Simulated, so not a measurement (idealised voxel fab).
Documented hereafter: the process module known as voxel plated lines.
Square cell edge 5 nm, section width 290 nm, ID cut.
A cross-section is written here as square cells arranged in a grid, and it is given in bands from the top down, each band taking up one or more rows of cells. For a band, the entry starts with two heights in nm, that of the top and then that of the bottom, and carries on with the band's materials in order from left to right, each alongside its width in nm; the word "throughout" beside a single material means it fills the band edge to edge, and "air" means empty space. We count height from 0. Below that, the starting wafer is all one material. The lowest band never ends at the bottom but goes on down; see "0 and below" for how that is written. You'd read "30..40" like this: the band's top row of cells is as wide as the first number, its bottom row is as wide as the second, and going down, every row changes width by the same amount as the row before did. Where a step carries "changes: none", the cross-section came out of it unchanged, cell for cell. Enclosed voids (no open way to top), threshold 8 cells or more, entry "Closed void list", notation width x height at distance, distance from left edge, nm. It should be noted that, on the line of a given step, the content following the step's settings is a remark produced by the simulator itself with respect to that step. overlay nm: mask offset rightward from planned place, masked step; negative means leftward offset.
Intended process steps:
- 1: RECEIVE (material Si)
- 2: CONFORMAL_DEP (material Al2O3; thk nm 5)
- 3: DIRECTIONAL_DEP (material TiN; thk nm 5)
- 4: PATTERN (tone open; mask id LINES; material resist; width nm 30; pitch nm 55; thk nm 35; overlay nm 0)
- 5: EPI (material Ru; thk nm 10)
- 6: EPI (material Ru; thk nm 5)
- 7: EPI (material Ru; thk nm 10)
- 8: STRIP (etch materials resist)
- 9: DIRECTIONAL_ETCH (etch materials TiN; depth nm 5)
- 10: CONFORMAL_DEP (material SiCN; thk nm 10)
Same starting wafers, different thk nm at step 3. Plan value belongs to the first wafer.
Received condition of the first of several wafers, sectioned: post-step 1:
    0 and below = Si throughout
    Closed void list: none
End-of-module cross-section, first of several wafers, after last step 10:
    45 down to 35 = air 35 / SiCN 50 / air 5 / SiCN 50 / air 5 / SiCN 50 / air 5 / SiCN 50 / air 40
    35 down to 15 = air 35 / SiCN 10 / Ru 30 / SiCN 10 / air 5 / SiCN 10 / Ru 30 / SiCN 10 / air 5 / SiCN 10 / Ru 30 / SiCN 10 / air 5 / SiCN 10 / Ru 30 / SiCN 10 / air 40
    15 down to 10 = SiCN 45 / Ru 30 / SiCN 25 / Ru 30 / SiCN 25 / Ru 30 / SiCN 25 / Ru 30 / SiCN 50
    10 down to 5 = SiCN 45 / TiN 30 / SiCN 25 / TiN 30 / SiCN 25 / TiN 30 / SiCN 25 / TiN 30 / SiCN 50
    5 down to 0 = Al2O3 throughout
    0 and below = Si throughout
    Closed void list: none
Cross-section, module end, final of several wafers:
    60 down to 50 = air 35 / SiCN 50 / air 5 / SiCN 50 / air 5 / SiCN 50 / air 5 / SiCN 50 / air 40
    50 down to 30 = air 35 / SiCN 10 / Ru 30 / SiCN 10 / air 5 / SiCN 10 / Ru 30 / SiCN 10 / air 5 / SiCN 10 / Ru 30 / SiCN 10 / air 5 / SiCN 10 / Ru 30 / SiCN 10 / air 40
    30 down to 25 = SiCN 45 / Ru 30 / SiCN 25 / Ru 30 / SiCN 25 / Ru 30 / SiCN 25 / Ru 30 / SiCN 50
    25 down to 20 = SiCN 45 / TiN 30 / SiCN 25 / TiN 30 / SiCN 25 / TiN 30 / SiCN 25 / TiN 30 / SiCN 50
    20 down to 5 = TiN throughout
    5 down to 0 = Al2O3 throughout
    0 and below = Si throughout
    Closed void list: none
Take any row and you have a wafer at the end of the module: how many cells of each material it has gained (+) or lost (-) since it was received, and then its closed voids:
thk nm 5 | +58 Al2O3 | +120 Ru | +212 SiCN | +24 TiN | Closed void list: none
thk nm 10 | +58 Al2O3 | +120 Ru | +212 SiCN | +82 TiN | Closed void list: none
thk nm 15 | +58 Al2O3 | +120 Ru | +212 SiCN | +140 TiN | Closed void list: none
thk nm 20 | +58 Al2O3 | +120 Ru | +212 SiCN | +198 TiN | Closed void list: none
